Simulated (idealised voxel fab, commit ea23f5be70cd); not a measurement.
The document below concerns the process module designated voxel self aligned contacts.
Pictured: cross-section cut, 180 nm wide, on a grid of 5 nm square cells.
Just so we're on the same page, the cross-sections are grids of square cells, and they're listed out in bands top to bottom, each band one or more rows deep. Top, bottom (nm), then materials left to right with widths (nm); lone material tagged "edge to edge" fills the whole band edge to edge; "blank" = empty space. For the purposes of this specification, 0 denotes the height below which the wafer in its as-received condition is composed wholly of one material, and the lowermost band, lacking a lower limit, extends downward without end, as expressed in "z 0 and below". Read "30..40" as a graded width: first number on top, second number at the bottom, same change between each pair of neighbouring rows. For the purposes of this document, the phrase "nothing was modified" attached to a step denotes that no cell within the cross-section was modified by that step. "Catalogued sealed voids" contains a list of empty spaces, each no smaller than 8 cells and without an open way to the top, written in the form width x height at distance with the distance from the left edge and all three in nm. Post-settings text on a step line: simulator's own remark regarding the step. Regarding "overlay nm": on a step with a mask, it is the distance the mask lay to the right of its planned place; a negative value places it to the left.
Intended process steps:
1,RECEIVE,material Si
2,CONFORMAL_DEP,material SiO2,thk nm 5
3,DIRECTIONAL_DEP,material polySi,thk nm 20
4,DIRECTIONAL_DEP,material SiN,thk nm 15
5,PATTERN,tone cover,mask id GATE,material resist,width nm 30,pitch nm 60,thk nm 20,overlay nm 0
6,DIRECTIONAL_ETCH,etch materials SiN,depth nm 15
7,DIRECTIONAL_ETCH,etch materials polySi,depth nm 20
8,STRIP,etch materials resist
9,CONFORMAL_DEP,material SiN,thk nm 5
10,DIRECTIONAL_ETCH,etch materials SiN,depth nm 5
11,FILL_DEP,material SiO2,thk nm 15
12,CMP,height nm 50
13,PATTERN,tone open,mask id CONTACT,material resist,width nm 40,thk nm 15,overlay nm 0
14,DIRECTIONAL_ETCH,etch materials SiO2,depth nm 50
15,STRIP,etch materials resist
16,CONFORMAL_DEP,material TiN,thk nm 5
17,FILL_DEP,material Ru,thk nm 10
18,CMP,height nm 50
19,CONFORMAL_DEP,material SiN,thk nm 5
Incoming wafer, cross-sectional view, post step 1:
	z 0 and below  Si edge to edge
	Catalogued sealed voids: none
End-of-module cross-section of the first of two wafers, processed as planned:
	z 55 to 50  SiN edge to edge
	z 50 to 40  70 nm SiO2, then 5..15 nm TiN, then 30..10 nm Ru, then 5..15 nm TiN, then 70 nm SiO2
	z 40 to 25  40 nm SiO2, then 40 nm SiN, then 5 nm TiN, then 10 nm Ru, then 5 nm TiN, then 40 nm SiN, then 40 nm SiO2
	z 25 to 5  40 nm SiO2, then 5 nm SiN, then 30 nm polySi, then 5 nm SiN, then 5 nm TiN, then 10 nm Ru, then 5 nm TiN, then 5 nm SiN, then 30 nm polySi, then 5 nm SiN, then 40 nm SiO2
	z 5 to 0  80 nm SiO2, then 20 nm TiN, then 80 nm SiO2
	z 0 and below  Si edge to edge
	Catalogued sealed voids: none
Cross-sectional view: second of two wafers, end of module; start and plan identical to the first, one mistake in running:
	z 55 to 50  SiN edge to edge
	z 50 to 45  70 nm SiO2, then 5 nm TiN, then 30 nm Ru, then 5 nm TiN, then 70 nm SiO2
	z 45 to 40  70 nm SiO2, then 40 nm TiN, then 70 nm SiO2
	z 40 to 25  TiN edge to edge
	z 25 to 5  polySi edge to edge
	z 5 to 0  SiO2 edge to edge
	z 0 and below  Si edge to edge
	Catalogued sealed voids: none
Processing error: step 4 went in with a setting other than planned; the actual run was DIRECTIONAL_DEP,material TiN,thk nm 15
Bottom line after processing is that, in cells, the second wafer is up or down on some materials versus the first: -16 Ru | -64 SiN | -108 SiO2 | +92 TiN | +96 polySi
